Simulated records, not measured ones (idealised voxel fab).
Process module, titled voxel air gaps
In the cross-section labelled cut, the width is 185 nm and each square cell is 5 nm.
A cross-section in this document is a grid of square cells, and it is written down as bands, the top band listed before the ones below it; a band is made up of one or more rows of cells.
In this notation a band is specified by the heights of its top and bottom, in that order and in nm, after which its materials appear from left to right, each paired with its width in nm. The word "throughout" attached to a single material means that material fills the band from edge to edge; the word "empty" stands for empty space.
Heights from 0 (as-received wafer is one material below). Bottom band endless downward, as "0 -> down".
You'd read "30->40" like this: the band's top row of cells is as wide as the first number, its bottom row is as wide as the second, and going down, every row changes width by the same amount as the row before did.
"nothing was modified" after a step means that no cell of the cross-section changed.
"Enclosed void catalog" means: voids of 8 cells or more that are shut off from the top with no open way through. Written width x height at distance, distance from the left edge, in nm.
What comes after the settings on a step's line is commentary from the simulator itself on that step.
You can add "overlay nm" to a step's line. For a step with a mask, it describes how far the mask lay to the right of its planned position, and a negative number describes a lay to the left.

Below is the list of planned process steps:
step 1: RECEIVE with material Si
step 2: CONFORMAL_DEP with material SiO2, thk nm 10
step 3: CONFORMAL_DEP with material SiCN, thk nm 5
step 4: DIRECTIONAL_DEP with material SiO2, thk nm 30
step 5: PATTERN with tone open, mask id LINES, material resist, width nm 20, pitch nm 50, thk nm 20, overlay nm 0
step 6: DIRECTIONAL_ETCH with etch materials SiO2, depth nm 30
step 7: STRIP with etch materials resist
step 8: CONFORMAL_DEP with material TiN, thk nm 5
step 9: FILL_DEP with material Cu, thk nm 5
step 10: CMP with height nm 45
step 11: EPI with material Ru, thk nm 10
step 12: SELECTIVE_ETCH with etch materials SiO2, depth nm 40
step 13: CONFORMAL_DEP with material SiCN, thk nm 5

Here's what the wafer looked like in cross-section when it arrived - that's after step 1:
- 0 -> down = Si throughout
- Enclosed void catalog: none

Cross-section at module end, one run error; start and plan unchanged from above:
- 60 -> 55 = SiCN throughout
- 55 -> 45 = Ru throughout
- 45 -> 40 = TiN (35), then Cu (10), then TiN (40), then Cu (10), then TiN (40), then Cu (10), then TiN (40)
- 40 -> 15 = SiO2 (30), then TiN (5), then Cu (10), then TiN (5), then SiO2 (30), then TiN (5), then Cu (10), then TiN (5), then SiO2 (30), then TiN (5), then Cu (10), then TiN (5), then SiO2 (35)
- 15 -> 10 = SiO2 (30), then TiN (20), then SiO2 (30), then TiN (20), then SiO2 (30), then TiN (20), then SiO2 (35)
- 10 -> 0 = SiO2 throughout
- 0 -> down = Si throughout
- Enclosed void catalog: none
what went wrong: step 3 was left out
